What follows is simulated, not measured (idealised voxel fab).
The document below concerns the process module designated voxel ribs on slabs.
The figure presents cross-section cut, which has a width of 290 nm and is divided into square cells with an edge length of 5 nm.
Heads up, the way a cross-section reads in here is a grid of square cells, handed over as bands from the top down, with every band being one or more rows of cells.
First you get the band's top height and its bottom height, in nm, and then the materials it's made of, left to right, with each width in nm. If you see a single material with "edge to edge", that one covers the band edge to edge. "blank" is empty space.
A quick word on heights: they are counted from 0, and under that level the wafer as it came to us is one material throughout. The lowest band is different from the rest in having no bottom; it simply continues downward, written as in "z 0 and below".
The width entry "30->40" should be interpreted row by row: the top row of cells in the band takes the first number, the bottom row takes the second number, and the change between adjacent rows is uniform throughout.
Reading "all unchanged" for a step: not a cell of the cross-section changed in it.
Each empty space that has no open way to the top and spans at least 8 cells appears under "Catalogued sealed voids" as width x height at distance, the distance counted from the left edge, all in nm.
On a step's line, text after the settings is the simulator commenting on that step.
For masked steps, "overlay nm" on the step line gives how far right of plan the mask actually lay; a minus sign means it lay to the left.
Process steps foreseen in the plan:
1) RECEIVE [material Si]
2) DIRECTIONAL_DEP [material SiO2] [thk nm 30]
3) DIRECTIONAL_DEP [material SiN] [thk nm 25]
4) MASKED_ETCH [tone cover] [mask id RIB] [width nm 15] [etch materials SiN] [depth nm 10] [overlay nm 0]
5) MASKED_ETCH [tone cover] [mask id SLAB] [width nm 80] [etch materials SiN] [depth nm 15] [overlay nm 0]
6) FILL_DEP [material SiO2] [thk nm 20]
7) CMP [height nm 70]
8) DIRECTIONAL_DEP [material W] [thk nm 5]
9) MASKED_ETCH [tone cover] [mask id HEATER] [width nm 30] [etch materials W] [depth nm 5] [overlay nm 0]
10) CONFORMAL_DEP [material SiO2] [thk nm 5]
It is noted that the wafers described herein are identical at the outset and are distinguished by the width nm of step 4; the value stated in the plan corresponds to the first wafer.
first wafer as received, after step 1:
    z 0 and below = Si edge to edge
    Catalogued sealed voids: none
first wafer at the end, after step 10:
    z 80 to 75 = blank: 125, SiO2: 40, blank: 125
    z 75 to 70 = SiO2: 130, W: 30, SiO2: 130
    z 70 to 55 = SiO2 edge to edge
    z 55 to 45 = SiO2: 140, SiN: 15, SiO2: 135
    z 45 to 30 = SiO2: 105, SiN: 80, SiO2: 105
    z 30 to 0 = SiO2 edge to edge
    z 0 and below = Si edge to edge
    Catalogued sealed voids: none
The final wafer, sectioned at module end:
    z 80 to 75 = blank: 125, SiO2: 40, blank: 125
    z 75 to 70 = SiO2: 130, W: 30, SiO2: 130
    z 70 to 55 = SiO2 edge to edge
    z 55 to 45 = SiO2: 130, SiN: 35, SiO2: 125
    z 45 to 30 = SiO2: 105, SiN: 80, SiO2: 105
    z 30 to 0 = SiO2 edge to edge
    z 0 and below = Si edge to edge
    Catalogued sealed voids: none
So in this table every wafer gets its own row, and what you see is where it stands at the end of the module: for each material, how many cells it picked up (+) or gave up (-) since we received it, and after that its closed voids:
width nm 15, +54 SiN, +818 SiO2, +6 W, Catalogued sealed voids: none
width nm 20, +56 SiN, +816 SiO2, +6 W, Catalogued sealed voids: none
width nm 25, +58 SiN, +814 SiO2, +6 W, Catalogued sealed voids: none
width nm 30, +60 SiN, +812 SiO2, +6 W, Catalogued sealed voids: none
width nm 35, +62 SiN, +810 SiO2, +6 W, Catalogued sealed voids: none
